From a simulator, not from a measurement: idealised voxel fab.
You're looking at the process module voxel released beams.
Square cell edge 5 nm, section width 200 nm, ID cut.
When this document writes out a cross-section, it uses a grid of square cells and lists it as bands, beginning at the top and moving down, with a band standing for one or more rows of cells.
In this notation a band is specified by the heights of its top and bottom, in that order and in nm, after which its materials appear from left to right, each paired with its width in nm. The word "full width" attached to a single material means that material fills the band from edge to edge; the word "air" stands for empty space.
Zero point of the height axis is 0; under it, received wafer = one material. Lowest band: continues down indefinitely, "0..down".
So if you see something like "30..40" for the width, read it as the top row of the band sitting at the first number and the bottom row at the second, with every row in between moving by the same amount as the last.
For the purposes of this document, the phrase "nothing was modified" attached to a step denotes that no cell within the cross-section was modified by that step.
"Closed void table" contains a list of empty spaces, each no smaller than 8 cells and without an open way to the top, written in the form width x height at distance with the distance from the left edge and all three in nm.
It should be noted that, on the line of a given step, the content following the step's settings is a remark produced by the simulator itself with respect to that step.
Steps that use a mask can have "overlay nm" on their line. It says how far the mask sat to the right of where it was meant to be. Negative means to the left.
**The process steps that were planned are listed below**
1) RECEIVE: material Si
2) CONFORMAL_DEP: material SiN, thk nm 5
3) DIRECTIONAL_DEP: material SiO2, thk nm 15
4) DIRECTIONAL_DEP: material aC, thk nm 15
5) PATTERN: tone open, mask id ANCHOR, material resist, width nm 45, thk nm 30, overlay nm 0
6) DIRECTIONAL_ETCH: etch materials aC, depth nm 15
7) STRIP: etch materials resist
8) DIRECTIONAL_ETCH: etch materials SiO2, depth nm 15
9) STRIP: etch materials aC
10) CONFORMAL_DEP: material W, thk nm 15
11) PATTERN: tone cover, mask id BEAM, material resist, width nm 80, thk nm 20, overlay nm 0
12) DIRECTIONAL_ETCH: etch materials W, depth nm 15
13) STRIP: etch materials resist
14) STRIP: etch materials SiO2
Where the wafers of this document differ is in the width nm of step 11; they start out the same, and the plan states the value that applied to the first wafer.
**Received condition of the first of several wafers, sectioned: post-step 1**
    0..down: Si full width
    Closed void table: none
**Cross-section of the first of several wafers once the module has run through its last step, step 14**
    35..20: air (55) | W (15) | air (15) | W (50) | air (65)
    20..5: air (55) | W (45) | air (100)
    5..0: SiN full width
    0..down: Si full width
    Closed void table: none
**Here we cross-sectioned the last of the wafers once the module was done**
    35..20: air (45) | W (25) | air (15) | W (65) | air (50)
    20..5: air (55) | W (45) | air (100)
    5..0: SiN full width
    0..down: Si full width
    Closed void table: none
**Below, a row for every wafer. Read it as the end-of-module picture: for each material the wafer shows its cells gained (+) or lost (-) since it was received, and then its closed voids**
width nm 80; +40 SiN; +66 W; Closed void table: none
width nm 85; +40 SiN; +69 W; Closed void table: none
width nm 90; +40 SiN; +72 W; Closed void table: none
width nm 95; +40 SiN; +75 W; Closed void table: none
width nm 100; +40 SiN; +78 W; Closed void table: none
width nm 105; +40 SiN; +81 W; Closed void table: none
